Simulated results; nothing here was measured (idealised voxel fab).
The following is a process module called voxel capacitor over wiring.
cross-section cut | 265 nm wide | cells 5 nm
If you're reading a cross-section in this doc, picture square cells in a grid; it comes to you as bands, top ones listed first down to the bottom, and a band can be one or more rows of cells.
For a band, the entry starts with two heights in nm, that of the top and then that of the bottom, and carries on with the band's materials in order from left to right, each alongside its width in nm; the word "edge to edge" beside a single material means it fills the band edge to edge, and "empty" means empty space.
We count height from 0. Below that, the starting wafer is all one material. The lowest band never ends at the bottom but goes on down; see "0..down" for how that is written.
You'd read "30 to 40" like this: the band's top row of cells is as wide as the first number, its bottom row is as wide as the second, and going down, every row changes width by the same amount as the row before did.
"no change occurred" (step): cross-section cells unchanged, all of them.
If an empty space has no open way to the top and is at least 8 cells in size, "Enclosed void catalog" lists it, written width x height at distance, where distance is measured from the left edge and every value is in nm.
On a step's line, text after the settings is the simulator commenting on that step.
Each step line may optionally specify "overlay nm", which for a step with a mask gives the rightward distance between the mask's planned place and where it lay, a negative value indicating the leftward direction.
# Set out below are the planned steps of the process
1 op RECEIVE | material Si
2 op CONFORMAL_DEP | material SiO2 | thk nm 15
3 op DIRECTIONAL_DEP | material TiN | thk nm 5
4 op DIRECTIONAL_DEP | material W | thk nm 15
5 op DIRECTIONAL_DEP | material aC | thk nm 10
6 op PATTERN | tone cover | mask id METAL_1 | material resist | width nm 25 | pitch nm 90 | thk nm 25 | overlay nm 0
7 op DIRECTIONAL_ETCH | etch materials aC | depth nm 10
8 op STRIP | etch materials resist
9 op DIRECTIONAL_ETCH | etch materials W | depth nm 15
10 op DIRECTIONAL_ETCH | etch materials TiN | depth nm 5
11 op STRIP | etch materials aC
12 op CONFORMAL_DEP | material SiN | thk nm 5
13 op FILL_DEP | material SiO2 | thk nm 5
14 op CMP | height nm 35
15 op CONFORMAL_DEP | material SiCN | thk nm 5
16 op DIRECTIONAL_DEP | material lowk | thk nm 10
17 op MASKED_ETCH | tone open | mask id PLUG_1 | width nm 15 | etch materials lowk | depth nm 10 | overlay nm 0
18 op MASKED_ETCH | tone open | mask id PLUG_1 | width nm 15 | etch materials SiCN | depth nm 5 | overlay nm 0
19 op CONFORMAL_DEP | material TiN | thk nm 5
20 op FILL_DEP | material Cu | thk nm 5
21 op CMP | height nm 50
22 op DIRECTIONAL_DEP | material TiN | thk nm 10
23 op DIRECTIONAL_DEP | material SiN | thk nm 5
24 op DIRECTIONAL_DEP | material TiN | thk nm 10
25 op MASKED_ETCH | tone cover | mask id UPPER_PLATE | width nm 70 | etch materials TiN | depth nm 10 | overlay nm 0
26 op MASKED_ETCH | tone cover | mask id UPPER_PLATE | width nm 60 | etch materials SiN | depth nm 5 | overlay nm 0
27 op DIRECTIONAL_DEP | material aC | thk nm 10
28 op PATTERN | tone cover | mask id LOWER_PLATE | material resist | width nm 80 | thk nm 30 | overlay nm 0
29 op DIRECTIONAL_ETCH | etch materials aC | depth nm 10
30 op STRIP | etch materials resist
31 op DIRECTIONAL_ETCH | etch materials TiN | depth nm 10
32 op STRIP | etch materials aC
33 op FILL_DEP | material SiO2 | thk nm 15
34 op CMP | height nm 85
35 op PATTERN | tone open | mask id PLUG_2 | material resist | width nm 15 | thk nm 15 | overlay nm 0
36 op DIRECTIONAL_ETCH | etch materials SiO2 | depth nm 10
37 op STRIP | etch materials resist
38 op CONFORMAL_DEP | material TiN | thk nm 5
39 op FILL_DEP | material W | thk nm 5
40 op CMP | height nm 85
41 op CONFORMAL_DEP | material SiCN | thk nm 5
Where the wafers of this document differ is in the width nm of step 26; they start out the same, and the plan states the value that applied to the first wafer.
# Here's the first of the wafers in cross-section, just as we got it, i.e. after step 1
  0..down: Si edge to edge
  Enclosed void catalog: none
# Where each wafer stands at the end of the module, a row apiece: cells of each material gained (+) or lost (-) since it was received, then closed voids
width nm 60, +2 Cu, +103 SiCN, +69 SiN, +567 SiO2, +82 TiN, +31 W, +100 lowk, Enclosed void catalog: none
width nm 65, +2 Cu, +103 SiCN, +69 SiN, +567 SiO2, +82 TiN, +31 W, +100 lowk, Enclosed void catalog: none
width nm 70, +2 Cu, +103 SiCN, +69 SiN, +567 SiO2, +82 TiN, +31 W, +100 lowk, Enclosed void catalog: none
width nm 75, +2 Cu, +103 SiCN, +70 SiN, +566 SiO2, +82 TiN, +31 W, +100 lowk, Enclosed void catalog: none
width nm 80, +2 Cu, +103 SiCN, +71 SiN, +565 SiO2, +82 TiN, +31 W, +100 lowk, Enclosed void catalog: none
width nm 85, +2 Cu, +103 SiCN, +72 SiN, +562 SiO2, +84 TiN, +31 W, +100 lowk, Enclosed void catalog: none
